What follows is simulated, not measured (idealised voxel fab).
The process module that follows is named voxel self aligned contacts.
Cross-section cut spans 230 nm and uses square cells 5 nm in size.
Bands, listed from the top down, are how a cross-section gets written in this document; the cross-section itself is a grid of square cells, and a band is one or more rows of them. A band entry consists of two parts. The first gives the height of the band's top and the height of its bottom, in nm. The rest lists the band's materials from left to right, each with its width in nm. A single material labelled with the word "all across" fills the band from edge to edge, and the word "air" marks empty space. For the purposes of this specification, 0 denotes the height below which the wafer in its as-received condition is composed wholly of one material, and the lowermost band, lacking a lower limit, extends downward without end, as expressed in "0 nm and below". You'd read "30->40" like this: the band's top row of cells is as wide as the first number, its bottom row is as wide as the second, and going down, every row changes width by the same amount as the row before did. Given "no change occurred" for a step, no cell of the cross-section differs between before and after that step. So "Enclosed cavities" is basically the list of trapped voids: any empty space of 8 cells or more that can't reach the top through an opening. They're written width x height at distance, the distance being from the left edge, and it's all nm. Heads up: the bit after the settings on a step's line is the simulator's remark on that step. overlay nm: how far to the right of its planned place the mask lay on this masked step (negative: to the left).
# Here's what the planned process steps look like
1: RECEIVE, material Si
2: OXIDIZE, depth nm 5
3: DIRECTIONAL_DEP, material polySi, thk nm 30
4: DIRECTIONAL_DEP, material SiN, thk nm 20
5: DIRECTIONAL_DEP, material aC, thk nm 10
6: PATTERN, tone cover, mask id GATE, material resist, width nm 30, pitch nm 60, thk nm 25, overlay nm 0
7: DIRECTIONAL_ETCH, etch materials aC, depth nm 10
8: STRIP, etch materials resist
9: DIRECTIONAL_ETCH, etch materials SiN, depth nm 20
10: DIRECTIONAL_ETCH, etch materials polySi, depth nm 30
11: STRIP, etch materials aC
12: CONFORMAL_DEP, material SiN, thk nm 5
13: DIRECTIONAL_ETCH, etch materials SiN, depth nm 5
14: FILL_DEP, material SiO2, thk nm 15
15: CMP, height nm 60
16: MASKED_ETCH, tone open, mask id CONTACT, width nm 30, pitch nm 60, etch materials SiO2, depth nm 65, overlay nm 0
17: CONFORMAL_DEP, material TiN, thk nm 5
18: FILL_DEP, material W, thk nm 10
19: CMP, height nm 60
20: CONFORMAL_DEP, material SiN, thk nm 5
For clarity, it should be stated that the wafers under discussion commence in an identical condition and differ with respect to the width nm of step 16, the plan indicating the value that the first wafer had.
# First wafer of several, as received: cross-section after step 1
    0 nm and below = Si all across
    Enclosed cavities: none
# Note: the following table is arranged by wafer, a row apiece. Each row reports the end-of-module state: per material, cells gained (+) or cells lost (-) compared with the wafer as received; closed voids follow
width nm 30; -46 Si; +178 SiN; +246 SiO2; +60 TiN; +52 W; +108 polySi; Enclosed cavities: none
width nm 35; -46 Si; +178 SiN; +242 SiO2; +62 TiN; +54 W; +108 polySi; Enclosed cavities: none
width nm 40; -46 Si; +178 SiN; +238 SiO2; +64 TiN; +56 W; +108 polySi; Enclosed cavities: none
width nm 45; -46 Si; +178 SiN; +234 SiO2; +66 TiN; +58 W; +108 polySi; Enclosed cavities: none
